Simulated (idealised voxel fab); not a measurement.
Process module under the name voxel trench capacitor
Shown is cross-section cut, with a width of 185 nm and square cells of size 5 nm.
For the purposes of this document, a cross-section shall be understood as a grid of square cells, specified as bands listed in top-to-bottom order, each band consisting of one or more rows of cells.
For a band, the entry starts with two heights in nm, that of the top and then that of the bottom, and carries on with the band's materials in order from left to right, each alongside its width in nm; the word "edge to edge" beside a single material means it fills the band edge to edge, and "empty" means empty space.
Beneath 0, the wafer as received is one material, and that level is where height counting begins. The lowest band goes on downward without a bottom; it is written like "0..down".
A two-number width, for instance "30 to 40", indicates that the width is equal to the first number in the top row of the band and to the second number in the bottom row, and that it changes by a constant amount per row of cells.
Take "identical to before" at face value: in the step it is given for, the cross-section changed in none of its cells.
So "Voids, fully enclosed" is basically the list of trapped voids: any empty space of 8 cells or more that can't reach the top through an opening. They're written width x height at distance, the distance being from the left edge, and it's all nm.
after a step's settings: what the simulator itself notes on the step
overlay nm, on a step with a mask: how far to the right of its planned place the mask lay; to the left if negative
# The process steps that were planned are listed below
- 1: RECEIVE,material Si
- 2: CONFORMAL_DEP,material SiN,thk nm 5
- 3: DIRECTIONAL_DEP,material aC,thk nm 15
- 4: PATTERN,tone open,mask id TRENCH,material resist,width nm 25,pitch nm 40,thk nm 35,overlay nm 0
- 5: DIRECTIONAL_ETCH,etch materials aC,depth nm 15
- 6: STRIP,etch materials resist
- 7: DIRECTIONAL_ETCH,etch materials SiN,depth nm 5
- 8: DIRECTIONAL_ETCH,etch materials Si,depth nm 30
- 9: STRIP,etch materials aC
- 10: CONFORMAL_DEP,material HfO2,thk nm 5
- 11: CONFORMAL_DEP,material TiN,thk nm 5
- 12: FILL_DEP,material W,thk nm 10
- 13: CMP,height nm 5
# Received-state cross-section, reflecting completion of step 1
    0..down  Si edge to edge
    Voids, fully enclosed: none
# Result of the module, cross-sectioned: start per above, plan per above, one error in how it was run
    5..0  SiN=40, HfO2=5, TiN=5, W=5, TiN=5, HfO2=5, SiN=15, HfO2=5, TiN=5, W=5, TiN=5, HfO2=5, SiN=15, HfO2=5, TiN=5, W=5, TiN=5, HfO2=5, SiN=40
    0..-50  Si=40, HfO2=5, TiN=5, W=5, TiN=5, HfO2=5, Si=15, HfO2=5, TiN=5, W=5, TiN=5, HfO2=5, Si=15, HfO2=5, TiN=5, W=5, TiN=5, HfO2=5, Si=40
    -50..-55  Si=40, HfO2=5, TiN=15, HfO2=5, Si=15, HfO2=5, TiN=15, HfO2=5, Si=15, HfO2=5, TiN=15, HfO2=5, Si=40
    -55..-60  Si=40, HfO2=25, Si=15, HfO2=25, Si=15, HfO2=25, Si=40
    -60..down  Si edge to edge
    Voids, fully enclosed: none
So what did we get wrong on this run? step 8 of the plan was twice carried out
